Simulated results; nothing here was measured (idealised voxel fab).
process module | voxel gate over fins
cross-section cut | 275 nm wide | cells 5 nm
A cross-section is a grid of square cells, given in bands from the top down. A band is one or more rows of cells.
Each band's line starts with the height of the band's top and of its bottom, in nm. Then come its materials from left to right, each with its width in nm. One material with "throughout" fills the band from edge to edge. "air" is empty space.
Height 0 is the level under which the wafer as received is all one material. The lowest band goes on downwards, as in "0 down".
A width such as "30 to 40" changes by the same amount from each row of cells to the next, from the band's top row to its bottom row.
"no change" after a step means that no cell of the cross-section changed.
closed voids: empty space of 8 cells or more with no open way to the top, each as width x height at its distance from the left edge, in nm
after a step's settings: what the simulator itself notes on the step
overlay nm, on a step with a mask: how far to the right of its planned place the mask lay; to the left if negative
plan
1 op RECEIVE | material Si
2 op CONFORMAL_DEP | material SiN | thk nm 10
3 op PATTERN | tone cover | mask id FINS | material resist | width nm 15 | pitch nm 50 | thk nm 15 | overlay nm 0
4 op DIRECTIONAL_ETCH | etch materials SiN | depth nm 10
5 op DIRECTIONAL_ETCH | etch materials Si | depth nm 40
6 op STRIP | etch materials resist
7 op OXIDIZE | depth nm 5
8 op FILL_DEP | material SiO2 | thk nm 5
9 op CMP | height nm 10
10 op DIRECTIONAL_DEP | material aC | thk nm 10
11 op PATTERN | tone open | mask id RAIL | material resist | width nm 15 | thk nm 30 | overlay nm 0
12 op DIRECTIONAL_ETCH | etch materials aC | depth nm 10
13 op STRIP | etch materials resist
14 op DIRECTIONAL_ETCH | etch materials SiO2 | depth nm 45
15 op STRIP | etch materials aC
16 op CONFORMAL_DEP | material TiN | thk nm 5
17 op FILL_DEP | material Ru | thk nm 5
18 op CMP | height nm 10
19 op SELECTIVE_ETCH | etch materials W Ru TiN | depth nm 30
20 op FILL_DEP | material SiO2 | thk nm 5
21 op CMP | height nm 10
22 op SELECTIVE_ETCH | etch materials SiO2 | depth nm 20
23 op STRIP | etch materials SiN
24 op CONFORMAL_DEP | material HfO2 | thk nm 5
25 op CONFORMAL_DEP | material TiN | thk nm 5
26 op CONFORMAL_DEP | material TiAl | thk nm 5
27 op CONFORMAL_DEP | material TiN | thk nm 5
28 op FILL_DEP | material W | thk nm 15
29 op CMP | height nm 30
30 op CONFORMAL_DEP | material SiCN | thk nm 5
as received, after step 1
  0 down: Si throughout
  closed voids: none
a wafer at the end: this start, this plan, one mistake
  35 to 30: SiCN throughout
  30 to 20: W throughout
  20 to 15: TiN throughout
  15 to 10: TiAl throughout
  10 to 5: TiN 60 | TiAl 5 | TiN 45 | TiAl 5 | TiN 45 | TiAl 5 | TiN 45 | TiAl 5 | TiN 60
  5 to 0: HfO2 55 | TiN 5 | TiAl 5 | TiN 5 | HfO2 35 | TiN 5 | TiAl 5 | TiN 5 | HfO2 35 | TiN 5 | TiAl 5 | TiN 5 | HfO2 35 | TiN 5 | TiAl 5 | TiN 5 | HfO2 55
  0 to -5: Si 50 | HfO2 5 | TiN 15 | HfO2 5 | Si 25 | HfO2 5 | TiN 15 | HfO2 5 | Si 25 | HfO2 5 | TiN 15 | HfO2 5 | Si 25 | HfO2 5 | TiN 15 | HfO2 5 | Si 50
  -5 to -10: Si 50 | HfO2 25 | Si 25 | HfO2 25 | Si 25 | HfO2 25 | Si 25 | HfO2 25 | Si 50
  -10 to -45: Si 50 | SiO2 25 | Si 25 | SiO2 25 | Si 25 | SiO2 25 | Si 25 | SiO2 25 | Si 50
  -45 down: Si throughout
  closed voids: none
what went wrong: step 3 ran as: op PATTERN | tone open | mask id FINS | material resist | width nm 15 | pitch nm 50 | thk nm 15 | overlay nm 0
